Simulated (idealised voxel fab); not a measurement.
process module | voxel ribs on slabs
cross-section cut | 155 nm wide | cells 5 nm
A cross-section is a grid of square cells, given in bands from the top down. A band is one or more rows of cells.
Each band's line starts with the height of the band's top and of its bottom, in nm. Then come its materials from left to right, each with its width in nm. One material with "throughout" fills the band from edge to edge. "air" is empty space.
Height 0 is the level under which the wafer as received is all one material. The lowest band goes on downwards, as in "0 down".
A width such as "30 to 40" changes by the same amount from each row of cells to the next, from the band's top row to its bottom row.
"no change" after a step means that no cell of the cross-section changed.
closed voids: empty space of 8 cells or more with no open way to the top, each as width x height at its distance from the left edge, in nm
after a step's settings: what the simulator itself notes on the step
overlay nm, on a step with a mask: how far to the right of its planned place the mask lay; to the left if negative
Each pair below shows a cross-section before one step and the cross-section after it, down to the lowest band that changed. The line under each pair gives the step between them, with its settings. The pairs can come from different runs of this module on the same starting wafer, so a pair continues from the pair above only where its "before" says so.
before
  0 down: Si throughout
  closed voids: none
after
  25 to 0: SiO2 throughout
  below 0: unchanged
  closed voids: none
the step between: op DIRECTIONAL_DEP | material SiO2 | thk nm 25
before: the cross-section after the pair above
after
  45 to 25: SiN throughout
  below 25: unchanged
  closed voids: none
the step between: op DIRECTIONAL_DEP | material SiN | thk nm 20
before: the cross-section after the pair above
after
  55 to 45: aC throughout
  below 45: unchanged
  closed voids: none
the step between: op DIRECTIONAL_DEP | material aC | thk nm 10
before: the cross-section after the pair above
after
  80 to 55: air 60 | resist 30 | air 65
  below 55: unchanged
  closed voids: none
the step between: op PATTERN | tone cover | mask id RIB | material resist | width nm 30 | thk nm 25 | overlay nm 0
before: the cross-section after the pair above
after
  70 to 55: air 60 | resist 30 | air 65
  55 to 45: air 60 | aC 30 | air 65
  below 45: unchanged
  closed voids: none
the step between: op DIRECTIONAL_ETCH | etch materials aC | depth nm 10
before: the cross-section after the pair above
after
  55 to 45: air 60 | aC 30 | air 65
  below 45: unchanged
  closed voids: none
the step between: op STRIP | etch materials resist
before: the cross-section after the pair above
after
  55 to 45: air 60 | aC 30 | air 65
  45 to 40: air 60 | SiN 30 | air 65
  below 40: unchanged
  closed voids: none
the step between: op DIRECTIONAL_ETCH | etch materials SiN | depth nm 5
before: the cross-section after the pair above
after
  45 to 40: air 60 | SiN 30 | air 65
  below 40: unchanged
  closed voids: none
the step between: op STRIP | etch materials aC
before: the cross-section after the pair above
after
  45 to 40: air 60 | SiN 30 | air 65
  40 to 25: air 30 | SiN 90 | air 35
  below 25: unchanged
  closed voids: none
the step between: op MASKED_ETCH | tone cover | mask id SLAB | width nm 90 | etch materials SiN | depth nm 15 | overlay nm 0
before: the cross-section after the pair above
after
  70 to 45: SiO2 throughout
  45 to 40: SiO2 60 | SiN 30 | SiO2 65
  40 to 25: SiO2 30 | SiN 90 | SiO2 35
  below 25: unchanged
  closed voids: none
the step between: op FILL_DEP | material SiO2 | thk nm 25
before: the cross-section after the pair above
after
  60 to 45: SiO2 throughout
  below 45: unchanged
  closed voids: none
the step between: op CMP | height nm 60
before: the cross-section after the pair above
after
  65 to 60: W throughout
  below 60: unchanged
  closed voids: none
the step between: op DIRECTIONAL_DEP | material W | thk nm 5
before: the cross-section after the pair above
after
  80 to 65: aC throughout
  below 65: unchanged
  closed voids: none
the step between: op DIRECTIONAL_DEP | material aC | thk nm 15
before: the cross-section after the pair above
after
  110 to 80: air 55 | resist 40 | air 60
  below 80: unchanged
  closed voids: none
the step between: op PATTERN | tone cover | mask id HEATER | material resist | width nm 40 | thk nm 30 | overlay nm 0
before: the cross-section after the pair above
after
  95 to 80: air 55 | resist 40 | air 60
  80 to 65: air 55 | aC 40 | air 60
  below 65: unchanged
  closed voids: none
the step between: op DIRECTIONAL_ETCH | etch materials aC | depth nm 15
before: the cross-section after the pair above
after
  80 to 65: air 55 | aC 40 | air 60
  below 65: unchanged
  closed voids: none
the step between: op STRIP | etch materials resist
before: the cross-section after the pair above
after
  80 to 65: air 55 | aC 40 | air 60
  65 to 60: air 55 | W 40 | air 60
  below 60: unchanged
  closed voids: none
the step between: op DIRECTIONAL_ETCH | etch materials W | depth nm 5
before: the cross-section after the pair above
after
  65 to 60: air 55 | W 40 | air 60
  below 60: unchanged
  closed voids: none
the step between: op STRIP | etch materials aC
before: the cross-section after the pair above
after
  75 to 70: air 45 | SiO2 60 | air 50
  70 to 65: SiO2 throughout
  65 to 60: SiO2 55 | W 40 | SiO2 60
  below 60: unchanged
  closed voids: none
the step between: op CONFORMAL_DEP | material SiO2 | thk nm 10
before
  25 to 0: SiO2 throughout
  0 down: Si throughout
  closed voids: none
after
  50 to 0: SiO2 throughout
  below 0: unchanged
  closed voids: none
the step between: op DIRECTIONAL_DEP | material SiO2 | thk nm 25
before: the cross-section after the pair above
after
  70 to 50: SiN throughout
  below 50: unchanged
  closed voids: none
the step between: op DIRECTIONAL_DEP | material SiN | thk nm 20
before: the cross-section after the pair above
after
  80 to 70: aC throughout
  below 70: unchanged
  closed voids: none
the step between: op DIRECTIONAL_DEP | material aC | thk nm 10
before: the cross-section after the pair above
after
  105 to 80: air 60 | resist 30 | air 65
  below 80: unchanged
  closed voids: none
the step between: op PATTERN | tone cover | mask id RIB | material resist | width nm 30 | thk nm 25 | overlay nm 0
before: the cross-section after the pair above
after
  95 to 80: air 60 | resist 30 | air 65
  80 to 70: air 60 | aC 30 | air 65
  below 70: unchanged
  closed voids: none
the step between: op DIRECTIONAL_ETCH | etch materials aC | depth nm 10
before: the cross-section after the pair above
after
  80 to 70: air 60 | aC 30 | air 65
  below 70: unchanged
  closed voids: none
the step between: op STRIP | etch materials resist
before: the cross-section after the pair above
after
  80 to 70: air 60 | aC 30 | air 65
  70 to 65: air 60 | SiN 30 | air 65
  below 65: unchanged
  closed voids: none
the step between: op DIRECTIONAL_ETCH | etch materials SiN | depth nm 5
before: the cross-section after the pair above
after
  70 to 65: air 60 | SiN 30 | air 65
  below 65: unchanged
  closed voids: none
the step between: op STRIP | etch materials aC
before: the cross-section after the pair above
after
  70 to 65: air 60 | SiN 30 | air 65
  65 to 50: air 30 | SiN 90 | air 35
  below 50: unchanged
  closed voids: none
the step between: op MASKED_ETCH | tone cover | mask id SLAB | width nm 90 | etch materials SiN | depth nm 15 | overlay nm 0
before: the cross-section after the pair above
after
  95 to 70: SiO2 throughout
  70 to 65: SiO2 60 | SiN 30 | SiO2 65
  65 to 50: SiO2 30 | SiN 90 | SiO2 35
  below 50: unchanged
  closed voids: none
the step between: op FILL_DEP | material SiO2 | thk nm 25
before: the cross-section after the pair above
after
  60 to 50: SiO2 30 | SiN 90 | SiO2 35
  below 50: unchanged
  closed voids: none
the step between: op CMP | height nm 60
before: the cross-section after the pair above
after
  65 to 60: W throughout
  below 60: unchanged
  closed voids: none
the step between: op DIRECTIONAL_DEP | material W | thk nm 5
before: the cross-section after the pair above
after
  80 to 65: aC throughout
  below 65: unchanged
  closed voids: none
the step between: op DIRECTIONAL_DEP | material aC | thk nm 15
before: the cross-section after the pair above
after
  110 to 80: air 55 | resist 40 | air 60
  below 80: unchanged
  closed voids: none
the step between: op PATTERN | tone cover | mask id HEATER | material resist | width nm 40 | thk nm 30 | overlay nm 0
before: the cross-section after the pair above
after
  95 to 80: air 55 | resist 40 | air 60
  80 to 65: air 55 | aC 40 | air 60
  below 65: unchanged
  closed voids: none
the step between: op DIRECTIONAL_ETCH | etch materials aC | depth nm 15
before: the cross-section after the pair above
after
  80 to 65: air 55 | aC 40 | air 60
  below 65: unchanged
  closed voids: none
the step between: op STRIP | etch materials resist
before: the cross-section after the pair above
after
  80 to 65: air 55 | aC 40 | air 60
  65 to 60: air 55 | W 40 | air 60
  below 60: unchanged
  closed voids: none
the step between: op DIRECTIONAL_ETCH | etch materials W | depth nm 5
before: the cross-section after the pair above
after
  65 to 60: air 55 | W 40 | air 60
  below 60: unchanged
  closed voids: none
the step between: op STRIP | etch materials aC
before: the cross-section after the pair above
after
  75 to 70: air 45 | SiO2 60 | air 50
  70 to 65: SiO2 throughout
  65 to 60: SiO2 55 | W 40 | SiO2 60
  below 60: unchanged
  closed voids: none
the step between: op CONFORMAL_DEP | material SiO2 | thk nm 10
before
  25 to 0: SiO2 throughout
  0 down: Si throughout
  closed voids: none
after
  35 to 25: aC throughout
  below 25: unchanged
  closed voids: none
the step between: op DIRECTIONAL_DEP | material aC | thk nm 10
before: the cross-section after the pair above
after
  55 to 35: SiN throughout
  below 35: unchanged
  closed voids: none
the step between: op DIRECTIONAL_DEP | material SiN | thk nm 20
before: the cross-section after the pair above
after
  80 to 55: air 60 | resist 30 | air 65
  below 55: unchanged
  closed voids: none
the step between: op PATTERN | tone cover | mask id RIB | material resist | width nm 30 | thk nm 25 | overlay nm 0
before: the cross-section after the pair above
after
  70 to 55: air 60 | resist 30 | air 65
  below 55: unchanged
  closed voids: none
the step between: op DIRECTIONAL_ETCH | etch materials aC | depth nm 10
before: the cross-section after the pair above
after
  55 to 35: SiN throughout
  below 35: unchanged
  closed voids: none
the step between: op STRIP | etch materials resist
before: the cross-section after the pair above
after
  50 to 35: SiN throughout
  below 35: unchanged
  closed voids: none
the step between: op DIRECTIONAL_ETCH | etch materials SiN | depth nm 5
before: the cross-section after the pair above
after
  50 to 35: air 30 | SiN 90 | air 35
  below 35: unchanged
  closed voids: none
the step between: op MASKED_ETCH | tone cover | mask id SLAB | width nm 90 | etch materials SiN | depth nm 15 | overlay nm 0
before: the cross-section after the pair above
after
  75 to 50: SiO2 throughout
  50 to 35: SiO2 30 | SiN 90 | SiO2 35
  below 35: unchanged
  closed voids: none
the step between: op FILL_DEP | material SiO2 | thk nm 25
before: the cross-section after the pair above
after
  60 to 50: SiO2 throughout
  below 50: unchanged
  closed voids: none
the step between: op CMP | height nm 60
before: the cross-section after the pair above
after
  65 to 60: W throughout
  below 60: unchanged
  closed voids: none
the step between: op DIRECTIONAL_DEP | material W | thk nm 5
before: the cross-section after the pair above
after
  80 to 65: aC throughout
  below 65: unchanged
  closed voids: none
the step between: op DIRECTIONAL_DEP | material aC | thk nm 15
before: the cross-section after the pair above
after
  110 to 80: air 55 | resist 40 | air 60
  below 80: unchanged
  closed voids: none
the step between: op PATTERN | tone cover | mask id HEATER | material resist | width nm 40 | thk nm 30 | overlay nm 0
before: the cross-section after the pair above
after
  95 to 80: air 55 | resist 40 | air 60
  80 to 65: air 55 | aC 40 | air 60
  below 65: unchanged
  closed voids: none
the step between: op DIRECTIONAL_ETCH | etch materials aC | depth nm 15
before: the cross-section after the pair above
after
  80 to 65: air 55 | aC 40 | air 60
  below 65: unchanged
  closed voids: none
the step between: op STRIP | etch materials resist
before: the cross-section after the pair above
after
  80 to 65: air 55 | aC 40 | air 60
  65 to 60: air 55 | W 40 | air 60
  below 60: unchanged
  closed voids: none
the step between: op DIRECTIONAL_ETCH | etch materials W | depth nm 5
before: the cross-section after the pair above
after
  65 to 60: air 55 | W 40 | air 60
  below 60: unchanged
  closed voids: none
the step between: op STRIP | etch materials aC
before: the cross-section after the pair above
after
  75 to 70: air 45 | SiO2 60 | air 50
  70 to 65: SiO2 throughout
  65 to 60: SiO2 55 | W 40 | SiO2 60
  below 60: unchanged
  closed voids: none
the step between: op CONFORMAL_DEP | material SiO2 | thk nm 10
before
  0 down: Si throughout
  closed voids: none
after
  15 to 0: SiO2 throughout
  below 0: unchanged
  closed voids: none
the step between: op DIRECTIONAL_DEP | material SiO2 | thk nm 15
before: the cross-section after the pair above
after
  35 to 15: SiN throughout
  below 15: unchanged
  closed voids: none
the step between: op DIRECTIONAL_DEP | material SiN | thk nm 20
before: the cross-section after the pair above
after
  45 to 35: aC throughout
  below 35: unchanged
  closed voids: none
the step between: op DIRECTIONAL_DEP | material aC | thk nm 10
before: the cross-section after the pair above
after
  70 to 45: air 60 | resist 30 | air 65
  below 45: unchanged
  closed voids: none
the step between: op PATTERN | tone cover | mask id RIB | material resist | width nm 30 | thk nm 25 | overlay nm 0
before: the cross-section after the pair above
after
  60 to 45: air 60 | resist 30 | air 65
  45 to 35: air 60 | aC 30 | air 65
  below 35: unchanged
  closed voids: none
the step between: op DIRECTIONAL_ETCH | etch materials aC | depth nm 10
before: the cross-section after the pair above
after
  45 to 35: air 60 | aC 30 | air 65
  below 35: unchanged
  closed voids: none
the step between: op STRIP | etch materials resist
before: the cross-section after the pair above
after
  45 to 35: air 60 | aC 30 | air 65
  35 to 30: air 60 | SiN 30 | air 65
  below 30: unchanged
  closed voids: none
the step between: op DIRECTIONAL_ETCH | etch materials SiN | depth nm 5
before: the cross-section after the pair above
after
  35 to 30: air 60 | SiN 30 | air 65
  below 30: unchanged
  closed voids: none
the step between: op STRIP | etch materials aC
before: the cross-section after the pair above
after
  35 to 30: air 60 | SiN 30 | air 65
  30 to 15: air 30 | SiN 90 | air 35
  below 15: unchanged
  closed voids: none
the step between: op MASKED_ETCH | tone cover | mask id SLAB | width nm 90 | etch materials SiN | depth nm 15 | overlay nm 0
before: the cross-section after the pair above
after
  60 to 35: SiO2 throughout
  35 to 30: SiO2 60 | SiN 30 | SiO2 65
  30 to 15: SiO2 30 | SiN 90 | SiO2 35
  below 15: unchanged
  closed voids: none
the step between: op FILL_DEP | material SiO2 | thk nm 25
before: the cross-section after the pair above
after
  65 to 60: W throughout
  below 60: unchanged
  closed voids: none
the step between: op DIRECTIONAL_DEP | material W | thk nm 5
before: the cross-section after the pair above
after
  80 to 65: aC throughout
  below 65: unchanged
  closed voids: none
the step between: op DIRECTIONAL_DEP | material aC | thk nm 15
before: the cross-section after the pair above
after
  110 to 80: air 55 | resist 40 | air 60
  below 80: unchanged
  closed voids: none
the step between: op PATTERN | tone cover | mask id HEATER | material resist | width nm 40 | thk nm 30 | overlay nm 0
before: the cross-section after the pair above
after
  95 to 80: air 55 | resist 40 | air 60
  80 to 65: air 55 | aC 40 | air 60
  below 65: unchanged
  closed voids: none
the step between: op DIRECTIONAL_ETCH | etch materials aC | depth nm 15
before: the cross-section after the pair above
after
  80 to 65: air 55 | aC 40 | air 60
  below 65: unchanged
  closed voids: none
the step between: op STRIP | etch materials resist
before: the cross-section after the pair above
after
  80 to 65: air 55 | aC 40 | air 60
  65 to 60: air 55 | W 40 | air 60
  below 60: unchanged
  closed voids: none
the step between: op DIRECTIONAL_ETCH | etch materials W | depth nm 5
before: the cross-section after the pair above
after
  65 to 60: air 55 | W 40 | air 60
  below 60: unchanged
  closed voids: none
the step between: op STRIP | etch materials aC
before: the cross-section after the pair above
after
  75 to 70: air 45 | SiO2 60 | air 50
  70 to 65: SiO2 throughout
  65 to 60: SiO2 55 | W 40 | SiO2 60
  below 60: unchanged
  closed voids: none
the step between: op CONFORMAL_DEP | material SiO2 | thk nm 10
before
  80 to 65: aC throughout
  65 to 60: W throughout
  60 to 45: SiO2 throughout
  45 to 40: SiO2 60 | SiN 30 | SiO2 65
  40 to 25: SiO2 30 | SiN 90 | SiO2 35
  25 to 0: SiO2 throughout
  0 down: Si throughout
  closed voids: none
after
  110 to 80: air 60 | resist 35 | air 60
  below 80: unchanged
  closed voids: none
the step between: op PATTERN | tone cover | mask id HEATER | material resist | width nm 35 | thk nm 30 | overlay nm 0
before: the cross-section after the pair above
after
  95 to 80: air 60 | resist 35 | air 60
  80 to 65: air 60 | aC 35 | air 60
  below 65: unchanged
  closed voids: none
the step between: op DIRECTIONAL_ETCH | etch materials aC | depth nm 15
before: the cross-section after the pair above
after
  80 to 65: air 60 | aC 35 | air 60
  below 65: unchanged
  closed voids: none
the step between: op STRIP | etch materials resist
before: the cross-section after the pair above
after
  80 to 65: air 60 | aC 35 | air 60
  65 to 60: air 60 | W 35 | air 60
  below 60: unchanged
  closed voids: none
the step between: op DIRECTIONAL_ETCH | etch materials W | depth nm 5
before: the cross-section after the pair above
after
  65 to 60: air 60 | W 35 | air 60
  below 60: unchanged
  closed voids: none
the step between: op STRIP | etch materials aC
before: the cross-section after the pair above
after
  75 to 70: air 50 | SiO2 55 | air 50
  70 to 65: SiO2 throughout
  65 to 60: SiO2 60 | W 35 | SiO2 60
  below 60: unchanged
  closed voids: none
the step between: op CONFORMAL_DEP | material SiO2 | thk nm 10
before
  55 to 45: aC throughout
  45 to 25: SiN throughout
  25 to 0: SiO2 throughout
  0 down: Si throughout
  closed voids: none
after
  80 to 55: air 55 | resist 30 | air 70
  below 55: unchanged
  closed voids: none
the step between: op PATTERN | tone cover | mask id RIB | material resist | width nm 30 | thk nm 25 | overlay nm -5
before: the cross-section after the pair above
after
  70 to 55: air 55 | resist 30 | air 70
  55 to 45: air 55 | aC 30 | air 70
  below 45: unchanged
  closed voids: none
the step between: op DIRECTIONAL_ETCH | etch materials aC | depth nm 10
before: the cross-section after the pair above
after
  55 to 45: air 55 | aC 30 | air 70
  below 45: unchanged
  closed voids: none
the step between: op STRIP | etch materials resist
before: the cross-section after the pair above
after
  55 to 45: air 55 | aC 30 | air 70
  45 to 40: air 55 | SiN 30 | air 70
  below 40: unchanged
  closed voids: none
the step between: op DIRECTIONAL_ETCH | etch materials SiN | depth nm 5
before: the cross-section after the pair above
after
  45 to 40: air 55 | SiN 30 | air 70
  below 40: unchanged
  closed voids: none
the step between: op STRIP | etch materials aC
before: the cross-section after the pair above
after
  45 to 40: air 55 | SiN 30 | air 70
  40 to 25: air 30 | SiN 90 | air 35
  below 25: unchanged
  closed voids: none
the step between: op MASKED_ETCH | tone cover | mask id SLAB | width nm 90 | etch materials SiN | depth nm 15 | overlay nm 0
before: the cross-section after the pair above
after
  70 to 45: SiO2 throughout
  45 to 40: SiO2 55 | SiN 30 | SiO2 70
  40 to 25: SiO2 30 | SiN 90 | SiO2 35
  below 25: unchanged
  closed voids: none
the step between: op FILL_DEP | material SiO2 | thk nm 25
before: the cross-section after the pair above
after
  60 to 45: SiO2 throughout
  below 45: unchanged
  closed voids: none
the step between: op CMP | height nm 60
before: the cross-section after the pair above
after
  65 to 60: W throughout
  below 60: unchanged
  closed voids: none
the step between: op DIRECTIONAL_DEP | material W | thk nm 5
before: the cross-section after the pair above
after
  80 to 65: aC throughout
  below 65: unchanged
  closed voids: none
the step between: op DIRECTIONAL_DEP | material aC | thk nm 15
before: the cross-section after the pair above
after
  110 to 80: air 55 | resist 40 | air 60
  below 80: unchanged
  closed voids: none
the step between: op PATTERN | tone cover | mask id HEATER | material resist | width nm 40 | thk nm 30 | overlay nm 0
before: the cross-section after the pair above
after
  95 to 80: air 55 | resist 40 | air 60
  80 to 65: air 55 | aC 40 | air 60
  below 65: unchanged
  closed voids: none
the step between: op DIRECTIONAL_ETCH | etch materials aC | depth nm 15
before: the cross-section after the pair above
after
  80 to 65: air 55 | aC 40 | air 60
  below 65: unchanged
  closed voids: none
the step between: op STRIP | etch materials resist
before: the cross-section after the pair above
after
  80 to 65: air 55 | aC 40 | air 60
  65 to 60: air 55 | W 40 | air 60
  below 60: unchanged
  closed voids: none
the step between: op DIRECTIONAL_ETCH | etch materials W | depth nm 5
before: the cross-section after the pair above
after
  65 to 60: air 55 | W 40 | air 60
  below 60: unchanged
  closed voids: none
the step between: op STRIP | etch materials aC
before: the cross-section after the pair above
after
  75 to 70: air 45 | SiO2 60 | air 50
  70 to 65: SiO2 throughout
  65 to 60: SiO2 55 | W 40 | SiO2 60
  below 60: unchanged
  closed voids: none
the step between: op CONFORMAL_DEP | material SiO2 | thk nm 10
before
  65 to 60: W throughout
  60 to 45: SiO2 throughout
  45 to 40: SiO2 60 | SiN 30 | SiO2 65
  40 to 25: SiO2 30 | SiN 90 | SiO2 35
  25 to 0: SiO2 throughout
  0 down: Si throughout
  closed voids: none
after
  80 to 60: W throughout
  below 60: unchanged
  closed voids: none
the step between: op DIRECTIONAL_DEP | material W | thk nm 15
before: the cross-section after the pair above
after
  110 to 80: air 55 | resist 40 | air 60
  below 80: unchanged
  closed voids: none
the step between: op PATTERN | tone cover | mask id HEATER | material resist | width nm 40 | thk nm 30 | overlay nm 0
before: the cross-section after the pair above
after
  95 to 80: air 55 | resist 40 | air 60
  below 80: unchanged
  closed voids: none
the step between: op DIRECTIONAL_ETCH | etch materials aC | depth nm 15
before: the cross-section after the pair above
after
  80 to 60: W throughout
  below 60: unchanged
  closed voids: none
the step between: op STRIP | etch materials resist
before: the cross-section after the pair above
after
  75 to 60: W throughout
  below 60: unchanged
  closed voids: none
the step between: op DIRECTIONAL_ETCH | etch materials W | depth nm 5
before: the cross-section after the pair above
after
  85 to 75: SiO2 throughout
  below 75: unchanged
  closed voids: none
the step between: op CONFORMAL_DEP | material SiO2 | thk nm 10
before
  45 to 40: air 60 | SiN 30 | air 65
  40 to 25: SiN throughout
  25 to 0: SiO2 throughout
  0 down: Si throughout
  closed voids: none
after
  40 to 30: SiN 30 | air 90 | SiN 35
  30 to 25: SiN 30 | air 30 | SiN 30 | air 30 | SiN 35
  below 25: unchanged
  closed voids: none
the step between: op MASKED_ETCH | tone open | mask id SLAB | width nm 90 | etch materials SiN | depth nm 15 | overlay nm 0
before: the cross-section after the pair above
after
  65 to 40: SiO2 throughout
  40 to 30: SiN 30 | SiO2 90 | SiN 35
  30 to 25: SiN 30 | SiO2 30 | SiN 30 | SiO2 30 | SiN 35
  below 25: unchanged
  closed voids: none
the step between: op FILL_DEP | material SiO2 | thk nm 25
before: the cross-section after the pair above
after
  60 to 40: SiO2 throughout
  below 40: unchanged
  closed voids: none
the step between: op CMP | height nm 60
before: the cross-section after the pair above
after
  65 to 60: W throughout
  below 60: unchanged
  closed voids: none
the step between: op DIRECTIONAL_DEP | material W | thk nm 5
before: the cross-section after the pair above
after
  80 to 65: aC throughout
  below 65: unchanged
  closed voids: none
the step between: op DIRECTIONAL_DEP | material aC | thk nm 15
before: the cross-section after the pair above
after
  110 to 80: air 55 | resist 40 | air 60
  below 80: unchanged
  closed voids: none
the step between: op PATTERN | tone cover | mask id HEATER | material resist | width nm 40 | thk nm 30 | overlay nm 0
before: the cross-section after the pair above
after
  95 to 80: air 55 | resist 40 | air 60
  80 to 65: air 55 | aC 40 | air 60
  below 65: unchanged
  closed voids: none
the step between: op DIRECTIONAL_ETCH | etch materials aC | depth nm 15
before: the cross-section after the pair above
after
  80 to 65: air 55 | aC 40 | air 60
  below 65: unchanged
  closed voids: none
the step between: op STRIP | etch materials resist
before: the cross-section after the pair above
after
  80 to 65: air 55 | aC 40 | air 60
  65 to 60: air 55 | W 40 | air 60
  below 60: unchanged
  closed voids: none
the step between: op DIRECTIONAL_ETCH | etch materials W | depth nm 5
before: the cross-section after the pair above
after
  65 to 60: air 55 | W 40 | air 60
  below 60: unchanged
  closed voids: none
the step between: op STRIP | etch materials aC
before: the cross-section after the pair above
after
  75 to 70: air 45 | SiO2 60 | air 50
  70 to 65: SiO2 throughout
  65 to 60: SiO2 55 | W 40 | SiO2 60
  below 60: unchanged
  closed voids: none
the step between: op CONFORMAL_DEP | material SiO2 | thk nm 10
